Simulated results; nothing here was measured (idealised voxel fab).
Title: Process Module voxel wiring stack
In the cross-section labelled cut, the width is 260 nm and each square cell is 5 nm.
A cross-section is written here as square cells arranged in a grid, and it is given in bands from the top down, each band taking up one or more rows of cells. Band: top and bottom heights (nm) first, top before bottom; then materials from left to right, widths in nm. "full width" marks a sole material filling the band edge to edge. "air" denotes empty space. Counting heights begins at 0, where everything beneath is, in the wafer as received, one material. The lowest band has no bottom; it goes on downwards, as "0 nm and below" shows. The width entry "30..40" should be interpreted row by row: the top row of cells in the band takes the first number, the bottom row takes the second number, and the change between adjacent rows is uniform throughout. A step reported as "no change occurred" is a step in which no cell of the cross-section changed. The list in "Enclosed void catalog" covers empty spaces of 8 cells or more that cannot reach the top through any open way, and it gives each as width x height at distance; the distance is from the left edge, and width, height and distance are in nm. The remark found on a step's line after its settings is issued by the simulator itself and pertains to that step. A step's line can hold "overlay nm"; with a mask on that step, the setting says how far right of the planned place the mask lay, while a negative setting says it lay to the left.
Steps planned for the process:
1,RECEIVE,material Si
2,CONFORMAL_DEP,material SiO2,thk nm 10
3,CONFORMAL_DEP,material SiCN,thk nm 5
4,DIRECTIONAL_DEP,material lowk,thk nm 20
5,PATTERN,tone open,mask id METAL_1,material resist,width nm 30,pitch nm 55,thk nm 15,overlay nm 0
6,DIRECTIONAL_ETCH,etch materials lowk,depth nm 20
7,DIRECTIONAL_ETCH,etch materials SiCN,depth nm 5
8,STRIP,etch materials resist
9,CONFORMAL_DEP,material TiN,thk nm 5
10,FILL_DEP,material W,thk nm 5
11,CMP,height nm 35
12,CONFORMAL_DEP,material SiCN,thk nm 5
13,DIRECTIONAL_DEP,material SiO2,thk nm 30
14,PATTERN,tone open,mask id METAL_2,material resist,width nm 30,pitch nm 55,thk nm 15,overlay nm 0
15,DIRECTIONAL_ETCH,etch materials SiO2,depth nm 15
16,STRIP,etch materials resist
17,DIRECTIONAL_DEP,material aC,thk nm 15
18,PATTERN,tone open,mask id METAL_2_HOLES,material resist,width nm 15,pitch nm 110,thk nm 30,overlay nm 0
19,DIRECTIONAL_ETCH,etch materials aC,depth nm 15
20,STRIP,etch materials resist
21,DIRECTIONAL_ETCH,etch materials SiO2,depth nm 15
22,DIRECTIONAL_ETCH,etch materials SiCN,depth nm 5
23,STRIP,etch materials aC
24,CONFORMAL_DEP,material TiN,thk nm 5
25,FILL_DEP,material Ru,thk nm 5
26,CMP,height nm 70
27,CONFORMAL_DEP,material SiCN,thk nm 5
So this is the incoming wafer in cross-section - it's already been through step 1:
* 0 nm and below: Si full width
* Enclosed void catalog: none
Post-module cross-section: identical start and plan to those above, one misstep in execution:
* 75 nm to 70 nm: SiCN full width
* 70 nm to 40 nm: SiO2 full width
* 40 nm to 35 nm: SiCN full width
* 35 nm to 15 nm: lowk 60 nm, then TiN 5 nm, then W 20 nm, then TiN 5 nm, then lowk 25 nm, then TiN 5 nm, then W 20 nm, then TiN 5 nm, then lowk 25 nm, then TiN 5 nm, then W 20 nm, then TiN 5 nm, then lowk 60 nm
* 15 nm to 10 nm: SiCN 60 nm, then TiN 30 nm, then SiCN 25 nm, then TiN 30 nm, then SiCN 25 nm, then TiN 30 nm, then SiCN 60 nm
* 10 nm to 0 nm: SiO2 full width
* 0 nm and below: Si full width
* Enclosed void catalog: none
Deviation noted in wafer processing: in the plan, step 13 was performed twice
